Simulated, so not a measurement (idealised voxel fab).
process module | voxel tone inversion
cross-section cut | 165 nm wide | cells 5 nm
A cross-section is a grid of square cells, given in bands from the top down. A band is one or more rows of cells.
Each band's line starts with the height of the band's top and of its bottom, in nm. Then come its materials from left to right, each with its width in nm. One material with "throughout" fills the band from edge to edge. "air" is empty space.
Height 0 is the level under which the wafer as received is all one material. The lowest band goes on downwards, as in "0 down".
A width such as "30 to 40" changes by the same amount from each row of cells to the next, from the band's top row to its bottom row.
"no change" after a step means that no cell of the cross-section changed.
closed voids: empty space of 8 cells or more with no open way to the top, each as width x height at its distance from the left edge, in nm
after a step's settings: what the simulator itself notes on the step
overlay nm, on a step with a mask: how far to the right of its planned place the mask lay; to the left if negative
plan
1 op RECEIVE | material Si
2 op CONFORMAL_DEP | material SiN | thk nm 5
3 op DIRECTIONAL_DEP | material polySi | thk nm 20
4 op PATTERN | tone cover | mask id POSTS | material resist | width nm 20 | pitch nm 35 | thk nm 25 | overlay nm 0
5 op DIRECTIONAL_ETCH | etch materials polySi | depth nm 20
6 op STRIP | etch materials resist
7 op FILL_DEP | material lowk | thk nm 10
8 op CMP | height nm 25
9 op STRIP | etch materials polySi
first wafer, as planned
as received, after step 1
  0 down: Si throughout
  closed voids: none
after step 2
  5 to 0: SiN throughout
  below 0: unchanged
after step 3
  25 to 5: polySi throughout
  below 5: unchanged
after step 4
  50 to 25: air 20 | resist 20 | air 15 | resist 20 | air 15 | resist 20 | air 15 | resist 20 | air 20
  below 25: unchanged
after step 5
  50 to 25: air 20 | resist 20 | air 15 | resist 20 | air 15 | resist 20 | air 15 | resist 20 | air 20
  25 to 5: air 20 | polySi 20 | air 15 | polySi 20 | air 15 | polySi 20 | air 15 | polySi 20 | air 20
  below 5: unchanged
after step 6
  25 to 5: air 20 | polySi 20 | air 15 | polySi 20 | air 15 | polySi 20 | air 15 | polySi 20 | air 20
  below 5: unchanged
after step 7
  35 to 25: lowk throughout
  25 to 5: lowk 20 | polySi 20 | lowk 15 | polySi 20 | lowk 15 | polySi 20 | lowk 15 | polySi 20 | lowk 20
  below 5: unchanged
after step 8
  25 to 5: lowk 20 | polySi 20 | lowk 15 | polySi 20 | lowk 15 | polySi 20 | lowk 15 | polySi 20 | lowk 20
  below 5: unchanged
after step 9
  25 to 5: lowk 20 | air 20 | lowk 15 | air 20 | lowk 15 | air 20 | lowk 15 | air 20 | lowk 20
  below 5: unchanged
second wafer: like start, like plan, one mistake. Through step 3 it matches the first wafer
when step 4 should have ended
  50 to 25: air 25 | resist 15 | air 20 | resist 15 | air 20 | resist 15 | air 20 | resist 15 | air 20
  below 25: unchanged
when step 5 should have ended
  50 to 25: air 25 | resist 15 | air 20 | resist 15 | air 20 | resist 15 | air 20 | resist 15 | air 20
  25 to 5: air 25 | polySi 15 | air 20 | polySi 15 | air 20 | polySi 15 | air 20 | polySi 15 | air 20
  below 5: unchanged
when step 6 should have ended
  25 to 5: air 25 | polySi 15 | air 20 | polySi 15 | air 20 | polySi 15 | air 20 | polySi 15 | air 20
  below 5: unchanged
when step 7 should have ended
  35 to 25: lowk throughout
  25 to 5: lowk 25 | polySi 15 | lowk 20 | polySi 15 | lowk 20 | polySi 15 | lowk 20 | polySi 15 | lowk 20
  below 5: unchanged
when step 8 should have ended
  25 to 5: lowk 25 | polySi 15 | lowk 20 | polySi 15 | lowk 20 | polySi 15 | lowk 20 | polySi 15 | lowk 20
  below 5: unchanged
when step 9 should have ended
  25 to 5: lowk 25 | air 15 | lowk 20 | air 15 | lowk 20 | air 15 | lowk 20 | air 15 | lowk 20
  below 5: unchanged
what went wrong: step 4 ran as: op PATTERN | tone cover | mask id POSTS | material resist | width nm 15 | pitch nm 35 | thk nm 25 | overlay nm 0
at the end the second wafer has, in cells: 16 more of lowk
